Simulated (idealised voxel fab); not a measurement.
Module name: voxel lift off (process module)
Square cell edge 5 nm, section width 230 nm, ID cut.
Cross-section format: a grid of square cells, given as bands from top to bottom; each band is one or more rows of cells.
Top height, bottom height, nm. Materials left to right, width each, nm. Single material + "throughout" = fills band edge to edge. "blank" = empty.
Heads up on the height convention: 0 is the point under which the incoming wafer is all one material, and the lowest band has no bottom, it just keeps going down, like "z 0 and below".
Quick explanation for "30..40": the width changes in equal steps down the rows of cells, from the first number in the band's top row to the second number in its bottom row.
Basically "nothing changed" means that step didn't change any cell in the cross-section.
Entry "Enclosed void inventory" = empty spaces >= 8 cells with no open way to the top; each as width x height at distance, distance from left edge, all nm.
On a step's line, text after the settings is the simulator commenting on that step.
overlay nm: step with mask; distance mask lay right of planned place; negative value = left of planned place.
-- These are the steps we planned for the process
- 1: op RECEIVE | material Si
- 2: op CONFORMAL_DEP | material SiN | thk nm 5
- 3: op PATTERN | tone open | mask id LINES | material resist | width nm 15 | pitch nm 30 | thk nm 30 | overlay nm 0
- 4: op DIRECTIONAL_DEP | material Ru | thk nm 15
- 5: op STRIP | etch materials resist
- 6: op CONFORMAL_DEP | material SiO2 | thk nm 5
-- Cross-section, incoming material, after step 1
* z 0 and below | Si throughout
* Enclosed void inventory: none
-- The first of two wafers, cross-sectioned at the end of the module, with the run proceeding as planned
* z 25 to 20 | blank (85), then SiO2 (25), then blank (5), then SiO2 (25), then blank (90)
* z 20 to 10 | blank (85), then SiO2 (5), then Ru (15), then SiO2 (5), then blank (5), then SiO2 (5), then Ru (15), then SiO2 (5), then blank (90)
* z 10 to 5 | SiO2 (90), then Ru (15), then SiO2 (15), then Ru (15), then SiO2 (95)
* z 5 to 0 | SiN throughout
* z 0 and below | Si throughout
* Enclosed void inventory: none
-- Now the second wafer, cross-sectioned at the end of the module. Nothing different at the start, nothing different in the plan compared with the first, just one mistake when it was actually run
* z 25 to 20 | SiO2 (95), then blank (5), then SiO2 (25), then blank (5), then SiO2 (100)
* z 20 to 10 | Ru (90), then SiO2 (5), then blank (5), then SiO2 (5), then Ru (15), then SiO2 (5), then blank (5), then SiO2 (5), then Ru (95)
* z 10 to 5 | Ru (90), then SiO2 (15), then Ru (15), then SiO2 (15), then Ru (95)
* z 5 to 0 | SiN throughout
* z 0 and below | Si throughout
* Enclosed void inventory: none
What went wrong in running the wafer? step 3 changed vs plan, executed as op PATTERN | tone cover | mask id LINES | material resist | width nm 15 | pitch nm 30 | thk nm 30 | overlay nm 0
End of process, cell counts, second wafer against first, materials with more or fewer: +102 Ru
